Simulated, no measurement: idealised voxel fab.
process module | voxel capacitor over wiring
cross-section cut | 160 nm wide | cells 5 nm
A cross-section is a grid of square cells, given in bands from the top down. A band is one or more rows of cells.
Each band's line starts with the height of the band's top and of its bottom, in nm. Then come its materials from left to right, each with its width in nm. One material with "throughout" fills the band from edge to edge. "air" is empty space.
Height 0 is the level under which the wafer as received is all one material. The lowest band goes on downwards, as in "0 down".
A width such as "30 to 40" changes by the same amount from each row of cells to the next, from the band's top row to its bottom row.
"no change" after a step means that no cell of the cross-section changed.
closed voids: empty space of 8 cells or more with no open way to the top, each as width x height at its distance from the left edge, in nm
after a step's settings: what the simulator itself notes on the step
overlay nm, on a step with a mask: how far to the right of its planned place the mask lay; to the left if negative
plan
1 op RECEIVE | material Si
2 op CONFORMAL_DEP | material SiO2 | thk nm 15
3 op CONFORMAL_DEP | material SiCN | thk nm 5
4 op DIRECTIONAL_DEP | material lowk | thk nm 15
5 op PATTERN | tone open | mask id METAL_1 | material resist | width nm 30 | pitch nm 95 | thk nm 20 | overlay nm 0
6 op DIRECTIONAL_ETCH | etch materials lowk | depth nm 15
7 op DIRECTIONAL_ETCH | etch materials SiCN | depth nm 5
8 op STRIP | etch materials resist
9 op CONFORMAL_DEP | material TiN | thk nm 5
10 op FILL_DEP | material Ru | thk nm 10
11 op CMP | height nm 35
12 op CONFORMAL_DEP | material SiCN | thk nm 5
13 op DIRECTIONAL_DEP | material lowk | thk nm 10
14 op MASKED_ETCH | tone open | mask id PLUG_1 | width nm 15 | etch materials lowk | depth nm 10 | overlay nm 0
15 op MASKED_ETCH | tone open | mask id PLUG_1 | width nm 15 | etch materials SiCN | depth nm 5 | overlay nm 0
16 op EPI | material Ru | thk nm 10
17 op EPI | material Ru | thk nm 5
18 op DIRECTIONAL_DEP | material TiN | thk nm 5
19 op DIRECTIONAL_DEP | material Al2O3 | thk nm 5
20 op DIRECTIONAL_DEP | material TiN | thk nm 10
21 op MASKED_ETCH | tone cover | mask id UPPER_PLATE | width nm 60 | etch materials TiN | depth nm 10 | overlay nm 0
22 op MASKED_ETCH | tone cover | mask id UPPER_PLATE | width nm 70 | etch materials Al2O3 | depth nm 5 | overlay nm 0
23 op PATTERN | tone cover | mask id LOWER_PLATE | material resist | width nm 80 | thk nm 20 | overlay nm 0
24 op DIRECTIONAL_ETCH | etch materials TiN | depth nm 5
25 op STRIP | etch materials resist
26 op FILL_DEP | material SiO2 | thk nm 15
27 op CMP | height nm 80
28 op PATTERN | tone open | mask id PLUG_2 | material resist | width nm 15 | thk nm 15 | overlay nm 0
29 op DIRECTIONAL_ETCH | etch materials SiO2 | depth nm 10
30 op STRIP | etch materials resist
31 op CONFORMAL_DEP | material TiN | thk nm 5
32 op FILL_DEP | material Cu | thk nm 10
33 op CMP | height nm 80
34 op CONFORMAL_DEP | material SiN | thk nm 5
varied across the wafers: width nm of step 21. The plan shows the first wafer's value. All wafers start alike
first wafer as received, after step 1
  0 down: Si throughout
  closed voids: none
each wafer at the end: cells of each material gained (+) or lost (-) since it was received, then its closed voids
width nm 60 | +14 Al2O3 | +1 Cu | +33 Ru | +49 SiCN | +32 SiN | +228 SiO2 | +69 TiN | +118 lowk | closed voids: none
width nm 65 | +14 Al2O3 | +1 Cu | +33 Ru | +49 SiCN | +32 SiN | +226 SiO2 | +71 TiN | +118 lowk | closed voids: none
width nm 70 | +14 Al2O3 | +1 Cu | +33 Ru | +49 SiCN | +32 SiN | +224 SiO2 | +73 TiN | +118 lowk | closed voids: none
width nm 75 | +15 Al2O3 | +1 Cu | +33 Ru | +49 SiCN | +32 SiN | +221 SiO2 | +75 TiN | +118 lowk | closed voids: none
width nm 80 | +16 Al2O3 | +1 Cu | +33 Ru | +49 SiCN | +32 SiN | +218 SiO2 | +77 TiN | +118 lowk | closed voids: none
width nm 85 | +17 Al2O3 | +1 Cu | +33 Ru | +49 SiCN | +32 SiN | +215 SiO2 | +79 TiN | +118 lowk | closed voids: none
